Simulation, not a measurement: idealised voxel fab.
Process module heading - voxel trench capacitor
Square cell edge 5 nm, section width 200 nm, ID cut.
How to read a cross-section here: the picture is a grid of square cells, written as bands going from the top down, and any band can span one or more rows of cells. Band entry format. Leading values: height of top, height of bottom, nm. Remainder: materials in left-to-right order, each with its width in nm. Special words: "throughout" on a single material, which then fills the band edge to edge; "air", empty space. A quick word on heights: they are counted from 0, and under that level the wafer as it came to us is one material throughout. The lowest band is different from the rest in having no bottom; it simply continues downward, written as in "0 and below". It should be noted that a width expressed as "30..40" varies in equal increments from row to row of cells within the band, taking the value of the first number at the top row and that of the second number at the bottom row. "no change occurred" (step): cross-section cells unchanged, all of them. "Voids, enclosed" specifies each empty space that is not open to the top and that occupies no fewer than 8 cells, using the form width x height at distance, the distance measured from the left edge and all three quantities in nm. Anything after a step's settings on that line? It's the simulator's own note about the step. overlay nm: how far to the right of its planned place the mask lay on this masked step (negative: to the left).

**plan**
- 1: RECEIVE: material Si
- 2: CONFORMAL_DEP: material SiN, thk nm 5
- 3: DIRECTIONAL_DEP: material aC, thk nm 15
- 4: PATTERN: tone open, mask id TRENCH, material resist, width nm 25, pitch nm 40, thk nm 35, overlay nm 0
- 5: DIRECTIONAL_ETCH: etch materials aC, depth nm 15
- 6: STRIP: etch materials resist
- 7: DIRECTIONAL_ETCH: etch materials SiN, depth nm 5
- 8: DIRECTIONAL_ETCH: etch materials Si, depth nm 35
- 9: STRIP: etch materials aC
- 10: CONFORMAL_DEP: material Al2O3, thk nm 5
- 11: FILL_DEP: material polySi, thk nm 5
- 12: CMP: height nm 5

**As-received state of the wafer in cross-section, equivalent to post-step 1**
0 and below = Si throughout
Voids, enclosed: none

**Wafer at module end, in section. Began as above, planned as above, run with one mistake**
5 down to 0 = SiN (50)  Al2O3 (5)  polySi (5)  Al2O3 (5)  SiN (25)  Al2O3 (5)  polySi (5)  Al2O3 (5)  SiN (25)  Al2O3 (5)  polySi (5)  Al2O3 (5)  SiN (55)
0 down to -30 = Si (50)  Al2O3 (5)  polySi (5)  Al2O3 (5)  Si (25)  Al2O3 (5)  polySi (5)  Al2O3 (5)  Si (25)  Al2O3 (5)  polySi (5)  Al2O3 (5)  Si (55)
-30 down to -35 = Si (50)  Al2O3 (15)  Si (25)  Al2O3 (15)  Si (25)  Al2O3 (15)  Si (55)
-35 and below = Si throughout
Voids, enclosed: none
Against the plan, the run slipped here: step 4 changed vs plan, executed as PATTERN: tone open, mask id TRENCH, material resist, width nm 15, pitch nm 40, thk nm 35, overlay nm 0
